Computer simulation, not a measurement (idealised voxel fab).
Proc. module: voxel transistor to metal
The figure presents cross-section cut, which has a width of 215 nm and is divided into square cells with an edge length of 5 nm.
If you're reading a cross-section in this doc, picture square cells in a grid; it comes to you as bands, top ones listed first down to the bottom, and a band can be one or more rows of cells.
Top height, bottom height, nm. Materials left to right, width each, nm. Single material + "edge to edge" = fills band edge to edge. "air" = empty.
Height 0 is the level under which the wafer as received is all one material. The lowest band goes on downwards, as in "0 and below".
A width given as "30->40" starts at the first number in the band's top row and ends at the second number in its bottom row, shifting by an equal amount at every step from row to row.
Where the words "nothing changed" appear for a step, the cross-section shows no cell changed by that step; every cell remained as before.
Empty spaces counting at least 8 cells and having no open way to the top are listed in "Closed cavities". The notation width x height at distance is used for each, the distance being from the left edge and all three values in nm.
It should be noted that, on the line of a given step, the content following the step's settings is a remark produced by the simulator itself with respect to that step.
overlay nm: how far to the right of its planned place the mask lay on this masked step (negative: to the left).
[Intended process steps]
1,RECEIVE [material Si]
2,CONFORMAL_DEP [material SiO2] [thk nm 5]
3,CONFORMAL_DEP [material SiN] [thk nm 15]
4,MASKED_ETCH [tone cover] [mask id ACTIVE] [width nm 110] [etch materials SiN] [depth nm 15] [overlay nm 0]
5,MASKED_ETCH [tone cover] [mask id ACTIVE] [width nm 110] [etch materials SiO2] [depth nm 5] [overlay nm 0]
6,MASKED_ETCH [tone cover] [mask id ACTIVE] [width nm 110] [etch materials Si] [depth nm 25] [overlay nm 0]
7,OXIDIZE [depth nm 5]
8,FILL_DEP [material SiO2] [thk nm 15]
9,CMP [height nm 20]
10,SELECTIVE_ETCH [etch materials SiO2] [depth nm 15]
11,STRIP [etch materials SiN]
12,SELECTIVE_ETCH [etch materials SiO2] [depth nm 5]
13,OXIDIZE [depth nm 5]
14,DIRECTIONAL_DEP [material polySi] [thk nm 30]
15,DIRECTIONAL_DEP [material SiCN] [thk nm 15]
16,DIRECTIONAL_DEP [material aC] [thk nm 15]
17,PATTERN [tone cover] [mask id GATE] [material resist] [width nm 30] [thk nm 30] [overlay nm 0]
18,DIRECTIONAL_ETCH [etch materials aC] [depth nm 15]
19,STRIP [etch materials resist]
20,DIRECTIONAL_ETCH [etch materials SiCN] [depth nm 25]
21,DIRECTIONAL_ETCH [etch materials polySi] [depth nm 40]
22,STRIP [etch materials aC]
23,CONFORMAL_DEP [material SiO2] [thk nm 5]
24,DIRECTIONAL_ETCH [etch materials SiO2] [depth nm 5]
25,CONFORMAL_DEP [material SiN] [thk nm 5]
26,DIRECTIONAL_ETCH [etch materials SiN] [depth nm 5]
27,DIRECTIONAL_ETCH [etch materials SiO2] [depth nm 5]
28,DIRECTIONAL_ETCH [etch materials Si] [depth nm 5]
29,EPI [material pSi] [thk nm 5]
30,FILL_DEP [material SiO2] [thk nm 5]
31,CMP [height nm 30]
32,STRIP [etch materials polySi]
33,SELECTIVE_ETCH [etch materials SiO2] [depth nm 5]
34,CONFORMAL_DEP [material HfO2] [thk nm 5]
35,CONFORMAL_DEP [material TiN] [thk nm 5]
36,FILL_DEP [material W] [thk nm 5]
37,CMP [height nm 25]
38,DIRECTIONAL_DEP [material SiO2] [thk nm 15]
39,DIRECTIONAL_DEP [material aC] [thk nm 15]
40,PATTERN [tone open] [mask id CONTACT] [material resist] [width nm 20] [pitch nm 80] [thk nm 30] [overlay nm 0]
41,DIRECTIONAL_ETCH [etch materials aC] [depth nm 15]
42,STRIP [etch materials resist]
43,DIRECTIONAL_ETCH [etch materials SiO2] [depth nm 45]
44,STRIP [etch materials aC]
45,CONFORMAL_DEP [material TiN] [thk nm 5]
46,FILL_DEP [material W] [thk nm 10]
47,CMP [height nm 40]
48,DIRECTIONAL_DEP [material TiN] [thk nm 5]
49,DIRECTIONAL_DEP [material Ru] [thk nm 20]
50,DIRECTIONAL_DEP [material aC] [thk nm 10]
51,PATTERN [tone cover] [mask id METAL_1] [material resist] [width nm 20] [pitch nm 80] [thk nm 25] [overlay nm 0]
52,DIRECTIONAL_ETCH [etch materials aC] [depth nm 10]
53,STRIP [etch materials resist]
54,DIRECTIONAL_ETCH [etch materials Ru] [depth nm 20]
55,DIRECTIONAL_ETCH [etch materials TiN] [depth nm 5]
56,STRIP [etch materials aC]
57,CONFORMAL_DEP [material SiCN] [thk nm 5]
58,FILL_DEP [material SiO2] [thk nm 10]
59,CMP [height nm 65]
60,CONFORMAL_DEP [material SiCN] [thk nm 5]
[Incoming wafer in cross-section (state: after step 1)]
0 and below  Si edge to edge
Closed cavities: none
[The module was run from the start shown above using the plan shown above, but one mistake was made doing it; the resulting wafer cross-section is below]
70 down to 65  SiCN edge to edge
65 down to 45  55 of Ru  5 of SiCN  10 of SiO2  5 of SiCN  60 of Ru  5 of SiCN  10 of SiO2  5 of SiCN  60 of Ru
45 down to 40  55 of TiN  20 of SiCN  60 of TiN  20 of SiCN  60 of TiN
40 down to 25  55 of SiO2  5 of TiN  10 of W  5 of TiN  60 of SiO2  5 of TiN  10 of W  5 of TiN  60 of SiO2
25 down to 5  55 of SiO2  5 of TiN  10 of W  5 of TiN  5 of SiO2  5 of SiN  5 of HfO2  5 of TiN  20 of W  5 of TiN  5 of HfO2  5 of SiN  5 of SiO2  5 of TiN  10 of W  5 of TiN  60 of SiO2
5 down to 0  55 of SiO2  5 of TiN  10 of W  5 of TiN  5 of SiO2  5 of SiN  5 of HfO2  30 of TiN  5 of HfO2  5 of SiN  5 of SiO2  5 of TiN  10 of W  5 of TiN  60 of SiO2
0 down to -5  55 of SiO2  20 of TiN  5 of pSi  5 of SiO2  40 of HfO2  5 of SiO2  5 of pSi  20 of TiN  60 of SiO2
-5 down to -10  55 of SiO2  25 of pSi  50 of Si  25 of pSi  60 of SiO2
-10 down to -30  55 of SiO2  100 of Si  60 of SiO2
-30 and below  Si edge to edge
Closed cavities: none
Error vs. plan: step 51 ran as: PATTERN [tone open] [mask id METAL_1] [material resist] [width nm 20] [pitch nm 80] [thk nm 25] [overlay nm 0]
